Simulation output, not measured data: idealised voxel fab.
This section sets out a process module, namely voxel tone inversion.
Section cut is 230 nm wide and gridded with 5 nm square cells.
Cross-section = grid of square cells, listed top down in bands; band = one or more rows. Basically the band line says how high the top is and how high the bottom is, in nm, and then what's in it from left to right, every material with its width in nm. Empty space shows up as "air", and if a single material carries "everywhere" it runs the full band edge to edge. Height reference: 0 = level under which incoming wafer is all one material. Lowest band: no bottom, runs on downward, e.g. "0 and below". The expression "30..40" gives the width at the extremes of the band, the first number at its top row of cells and the second at its bottom row, with the width changing by equal amounts from each row to the next in between. What does "changes: none" mean for a step? It means no cell of the cross-section changed in that step. Reported under the label "Voids, enclosed" are the empty spaces having no open way to the top and comprising 8 cells or more; the notation for each is width x height at distance, in which the distance is measured from the left edge and all three values are in nm. It should be noted that, on the line of a given step, the content following the step's settings is a remark produced by the simulator itself with respect to that step. You can add "overlay nm" to a step's line. For a step with a mask, it describes how far the mask lay to the right of its planned position, and a negative number describes a lay to the left.

## Here's what the planned process steps look like
1: RECEIVE [material Si]
2: CONFORMAL_DEP [material SiCN] [thk nm 5]
3: DIRECTIONAL_DEP [material polySi] [thk nm 25]
4: PATTERN [tone cover] [mask id POSTS] [material resist] [width nm 25] [pitch nm 50] [thk nm 35] [overlay nm 0]
5: DIRECTIONAL_ETCH [etch materials polySi] [depth nm 25]
6: STRIP [etch materials resist]
7: FILL_DEP [material lowk] [thk nm 5]
8: CMP [height nm 30]
9: STRIP [etch materials polySi]

## Wafer, first of two, run as planned

## Cross-section of the incoming wafer, state after step 1
  0 and below  Si everywhere
  Voids, enclosed: none

## Presented here is a cross-section of the wafer after step 2 has been performed
  5 down to 0  SiCN everywhere
  Below 0, no change.

## Presented here is a cross-section of the wafer after step 3 has been performed
  30 down to 5  polySi everywhere
  Below 5, no change.

## Presented here is a cross-section of the wafer after step 4 has been performed
  65 down to 30  50 nm air, then 25 nm resist, then 25 nm air, then 25 nm resist, then 25 nm air, then 25 nm resist, then 55 nm air
  Below 30, no change.

## Presented here is a cross-section of the wafer after step 5 has been performed
  65 down to 30  50 nm air, then 25 nm resist, then 25 nm air, then 25 nm resist, then 25 nm air, then 25 nm resist, then 55 nm air
  30 down to 5  50 nm air, then 25 nm polySi, then 25 nm air, then 25 nm polySi, then 25 nm air, then 25 nm polySi, then 55 nm air
  Below 5, no change.

## Presented here is a cross-section of the wafer after step 6 has been performed
  30 down to 5  50 nm air, then 25 nm polySi, then 25 nm air, then 25 nm polySi, then 25 nm air, then 25 nm polySi, then 55 nm air
  Below 5, no change.

## Presented here is a cross-section of the wafer after step 7 has been performed
  35 down to 30  lowk everywhere
  30 down to 5  50 nm lowk, then 25 nm polySi, then 25 nm lowk, then 25 nm polySi, then 25 nm lowk, then 25 nm polySi, then 55 nm lowk
  Below 5, no change.

## Presented here is a cross-section of the wafer after step 8 has been performed
  30 down to 5  50 nm lowk, then 25 nm polySi, then 25 nm lowk, then 25 nm polySi, then 25 nm lowk, then 25 nm polySi, then 55 nm lowk
  Below 5, no change.

## Presented here is a cross-section of the wafer after step 9 has been performed
  30 down to 5  50 nm lowk, then 25 nm air, then 25 nm lowk, then 25 nm air, then 25 nm lowk, then 25 nm air, then 55 nm lowk
  Below 5, no change.

## Wafer two of the pair: same origin, same plan, one error during the run; identical to wafer one up to and including step 1

when step 2 should have ended: changes: none

## when step 3 should have ended
  25 down to 0  polySi everywhere
  Below 0, no change.

## when step 4 should have ended
  60 down to 25  50 nm air, then 25 nm resist, then 25 nm air, then 25 nm resist, then 25 nm air, then 25 nm resist, then 55 nm air
  Below 25, no change.

## when step 5 should have ended
  60 down to 25  50 nm air, then 25 nm resist, then 25 nm air, then 25 nm resist, then 25 nm air, then 25 nm resist, then 55 nm air
  25 down to 0  50 nm air, then 25 nm polySi, then 25 nm air, then 25 nm polySi, then 25 nm air, then 25 nm polySi, then 55 nm air
  Below 0, no change.

## when step 6 should have ended
  25 down to 0  50 nm air, then 25 nm polySi, then 25 nm air, then 25 nm polySi, then 25 nm air, then 25 nm polySi, then 55 nm air
  Below 0, no change.

## when step 7 should have ended
  30 down to 25  lowk everywhere
  25 down to 0  50 nm lowk, then 25 nm polySi, then 25 nm lowk, then 25 nm polySi, then 25 nm lowk, then 25 nm polySi, then 55 nm lowk
  Below 0, no change.

when step 8 should have ended: changes: none

when step 9 should have ended: changes: none
Which mistake was made when the wafer was run? skipped: plan step 2 (never run)
In the final state, the cell counts of the second wafer exceed or fall short of those of the first for the following materials: SiCN: 46 fewer, lowk: 46 more, polySi: 75 more
